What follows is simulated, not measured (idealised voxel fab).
process module | voxel released beams
245 nm wide, 5 nm square cells: that's cross-section cut.
Reading order for cross-sections: top band down to bottom band. Underlying form: a grid of square cells. Band size: one or more rows of cells.
Look at the band entry: it leads with the top's height and the bottom's height in nm. Then it lists the materials left to right, with a width in nm for each. The word "edge to edge" on a single material says that material fills the band edge to edge. The word "air" is empty space.
Height reference: 0 = level under which incoming wafer is all one material. Lowest band: no bottom, runs on downward, e.g. "0..down".
So if you see something like "30->40" for the width, read it as the top row of the band sitting at the first number and the bottom row at the second, with every row in between moving by the same amount as the last.
"everything unchanged", as given for a step, is the statement that not any cell of the cross-section underwent a change during that step.
Empty spaces counting at least 8 cells and having no open way to the top are listed in "Non-vented voids". The notation width x height at distance is used for each, the distance being from the left edge and all three values in nm.
Where a step's line continues beyond its settings, the continuation is a remark by the simulator itself on that step.
overlay nm: where the mask lay relative to plan, measured to the right, on steps with a mask; negatives go left.
Process steps foreseen in the plan:
| 1 | RECEIVE | material Si |
| 2 | CONFORMAL_DEP | material Al2O3 | thk nm 5 |
| 3 | DIRECTIONAL_DEP | material SiO2 | thk nm 15 |
| 4 | MASKED_ETCH | tone open | mask id ANCHOR | width nm 25 | etch materials SiO2 | depth nm 15 | overlay nm 0 |
| 5 | CONFORMAL_DEP | material polySi | thk nm 10 |
| 6 | MASKED_ETCH | tone cover | mask id BEAM | width nm 70 | etch materials polySi | depth nm 10 | overlay nm 0 |
| 7 | STRIP | etch materials SiO2 |
Shown in cross-section is the wafer as received, that is, as it stands after step 1:
- 0..down  Si edge to edge
- Non-vented voids: none
As-planned run: cross-section of the first of two wafers at end of module:
- 30..20  air=85 / polySi=15 / air=5 / polySi=50 / air=90
- 20..15  air=90 / polySi=10 / air=5 / polySi=10 / air=130
- 15..5  air=90 / polySi=25 / air=130
- 5..0  Al2O3 edge to edge
- 0..down  Si edge to edge
- Non-vented voids: none
Second wafer of the two, sectioned at the end of the module. It began like the first and followed the same plan, but one mistake was made while running it:
- 30..20  air=85 / polySi=40 / air=120
- 20..15  air=80 / polySi=10 / SiO2=25 / polySi=10 / air=120
- 15..5  air=80 / polySi=10 / SiO2=25 / polySi=40 / air=90
- 5..0  Al2O3 edge to edge
- 0..down  Si edge to edge
- Non-vented voids: none
So what did we get wrong on this run? step 4 ran with different settings than intended, the actual operation and settings being MASKED_ETCH | tone cover | mask id ANCHOR | width nm 25 | etch materials SiO2 | depth nm 15 | overlay nm 0
It is noted that, at the conclusion of processing, the second wafer exhibits a higher or lower cell count for certain materials relative to the first: 15 more of SiO2
